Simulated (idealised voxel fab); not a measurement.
The process module that follows is named voxel ribs on slabs.
Square cell edge 5 nm, section width 145 nm, ID cut.
In what follows, cross-sections appear as grids of square cells, described through bands that run from the top down, where every band is one or more rows of cells.
Basically the band line says how high the top is and how high the bottom is, in nm, and then what's in it from left to right, every material with its width in nm. Empty space shows up as "empty", and if a single material carries "throughout" it runs the full band edge to edge.
Zero point of the height axis is 0; under it, received wafer = one material. Lowest band: continues down indefinitely, "0 down".
Width "30->40": first value at the band's top row of cells, second value at its bottom row, equal change from row to row.
Any step labelled "no change" changed none of the cells in the cross-section.
This entry, "Closed void inventory", enumerates those empty regions of no fewer than 8 cells that possess no open connection to the top. Each region is reported in the form width x height at distance, the distance being taken from the left edge, with all three quantities expressed in nm.
Where a step's line continues beyond its settings, the continuation is a remark by the simulator itself on that step.
Steps that use a mask can have "overlay nm" on their line. It says how far the mask sat to the right of where it was meant to be. Negative means to the left.

### Steps planned for the process
1,RECEIVE: material Si
2,DIRECTIONAL_DEP: material SiO2, thk nm 20
3,DIRECTIONAL_DEP: material polySi, thk nm 25
4,MASKED_ETCH: tone cover, mask id RIB, width nm 20, etch materials polySi, depth nm 10, overlay nm 0
5,MASKED_ETCH: tone cover, mask id SLAB, width nm 70, etch materials polySi, depth nm 15, overlay nm 0
6,FILL_DEP: material SiO2, thk nm 20
7,CMP: height nm 65
8,DIRECTIONAL_DEP: material W, thk nm 10
9,DIRECTIONAL_DEP: material aC, thk nm 15
10,PATTERN: tone cover, mask id HEATER, material resist, width nm 30, thk nm 30, overlay nm 0
11,DIRECTIONAL_ETCH: etch materials aC, depth nm 15
12,STRIP: etch materials resist
13,DIRECTIONAL_ETCH: etch materials W, depth nm 10
14,STRIP: etch materials aC
15,CONFORMAL_DEP: material SiN, thk nm 10
Wafers differ in thk nm at step 2; plan lists the first wafer's value; identical starting state.

### Cross-section, first of several wafers, as delivered after step 1
- 0 down = Si throughout
- Closed void inventory: none

### Tabulated below, wafer by wafer, are the end-of-module results: for each material, the number of cells gained (+) or lost (-) relative to the as-received state, followed by the closed voids
thk nm 20, +66 SiN, +327 SiO2, +12 W, +50 polySi, Closed void inventory: none
thk nm 25, +66 SiN, +327 SiO2, +12 W, +50 polySi, Closed void inventory: none
thk nm 30, +66 SiN, +327 SiO2, +12 W, +50 polySi, Closed void inventory: none
thk nm 35, +66 SiN, +327 SiO2, +12 W, +50 polySi, Closed void inventory: none
thk nm 40, +66 SiN, +327 SiO2, +12 W, +50 polySi, Closed void inventory: none
